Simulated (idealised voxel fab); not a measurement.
Name of the process module below: voxel double patterning
Section shown: cut. Width: 290 nm. Cell size: 5 nm, square.
A cross-section in this document is a grid of square cells, and it is written down as bands, the top band listed before the ones below it; a band is made up of one or more rows of cells. Heads up on the band format: heights come first, top then bottom, in nm. After that it's the materials left to right, each with its width in nm. A single material flagged "full width" fills the whole band edge to edge, and "empty" means there's empty space there. Ref level 0: as-received wafer is one material below here. Bottom band extends down with no lower bound ("top 0, no bottom"). With a width like "30 to 40", each row of cells in the band differs from the next by the same amount, the top row carrying the first number and the bottom row the second. "nothing was modified" means the step left every cell of the cross-section as it was. You'll see "Closed internal voids" listing empty spaces that have no way open to the top, as long as they're 8 cells or more; the notation is width x height at distance, where the distance is from the left edge, and all of it is in nm. after a step's settings: what the simulator itself notes on the step. overlay nm: step with mask; distance mask lay right of planned place; negative value = left of planned place.
# These are the steps we planned for the process
- 1: RECEIVE,material Si
- 2: CONFORMAL_DEP,material SiO2,thk nm 5
- 3: DIRECTIONAL_DEP,material TiN,thk nm 10
- 4: DIRECTIONAL_DEP,material SiCN,thk nm 5
- 5: MASKED_ETCH,tone open,mask id FIRST,width nm 15,pitch nm 50,etch materials SiCN,depth nm 5,overlay nm 0
- 6: MASKED_ETCH,tone open,mask id SECOND,width nm 15,pitch nm 50,etch materials SiCN,depth nm 5,overlay nm 0
- 7: DIRECTIONAL_ETCH,etch materials TiN,depth nm 10
- 8: STRIP,etch materials SiCN
The value of thk nm given for step 4 in the plan refers to the first wafer; the wafers vary in this setting and are alike at the start.
# Incoming state of the first of several wafers in cross-section: after step 1
* top 0, no bottom  Si full width
* Closed internal voids: none
# Tabulated below, wafer by wafer, are the end-of-module results: for each material, the number of cells gained (+) or lost (-) relative to the as-received state, followed by the closed voids
thk nm 5; +58 SiO2; +86 TiN; Closed internal voids: none
thk nm 10; +58 SiO2; +116 TiN; Closed internal voids: none
thk nm 15; +58 SiO2; +116 TiN; Closed internal voids: none
thk nm 20; +58 SiO2; +116 TiN; Closed internal voids: none
